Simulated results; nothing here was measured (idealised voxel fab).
This is a process module. Its name is voxel tone inversion.
Pictured: cross-section cut, 230 nm wide, on a grid of 5 nm square cells.
Cross-sections here: square-cell grids, written as top-down lists of bands, a band being one or more rows of cells.
The band entry comprises the height of the band's top followed by the height of its bottom, expressed in nm, and subsequently the band's materials from left to right, each stated together with its width in nm. Where a single material is marked with the word "edge to edge", that material fills the band from edge to edge. The word "empty" represents empty space.
The reference from which all heights are counted is 0, the level beneath which the as-received wafer is entirely one material; the lowest band, having no lower bound, proceeds downward and is written after the example "z 0 and below".
Per-row width for "30..40": begins at first number (top row of band), ends at second number (bottom row), increment between rows held constant.
"remained the same" for a step: no cell of the cross-section changed in that step.
So "Encapsulated voids" is basically the list of trapped voids: any empty space of 8 cells or more that can't reach the top through an opening. They're written width x height at distance, the distance being from the left edge, and it's all nm.
Post-settings text on a step line: simulator's own remark regarding the step.
overlay nm: right-of-plan distance of the mask on a masked step; negative values mean left-of-plan.

## Process steps foreseen in the plan
step 1: RECEIVE [material Si]
step 2: CONFORMAL_DEP [material SiCN] [thk nm 5]
step 3: DIRECTIONAL_DEP [material polySi] [thk nm 25]
step 4: PATTERN [tone cover] [mask id POSTS] [material resist] [width nm 25] [pitch nm 50] [thk nm 35] [overlay nm 0]
step 5: DIRECTIONAL_ETCH [etch materials polySi] [depth nm 25]
step 6: STRIP [etch materials resist]
step 7: FILL_DEP [material lowk] [thk nm 5]
step 8: CMP [height nm 30]
step 9: STRIP [etch materials polySi]

## This is the cross-section of the wafer as we received it, i.e. after step 1
  z 0 and below  Si edge to edge
  Encapsulated voids: none

## End-of-module cross-section of the first of two wafers, processed as planned
  z 30 to 5  lowk=50, empty=25, lowk=25, empty=25, lowk=25, empty=25, lowk=55
  z 5 to 0  SiCN edge to edge
  z 0 and below  Si edge to edge
  Encapsulated voids: none

## Cross-section of the latter of the two wafers at module completion. It had an identical start and an identical plan to the former; in running it, one mistake was made
  z 30 to 25  lowk edge to edge
  z 25 to 0  lowk=50, polySi=25, lowk=25, polySi=25, lowk=25, polySi=25, lowk=55
  z 0 and below  Si edge to edge
  Encapsulated voids: none
Diagnosis: execution of step 2 of the plan did not take place, the step having been omitted
Upon completion, the second wafer contains, in terms of cells, a greater or smaller amount of certain materials than the first wafer: 46 fewer of SiCN | 46 more of lowk | 75 more of polySi
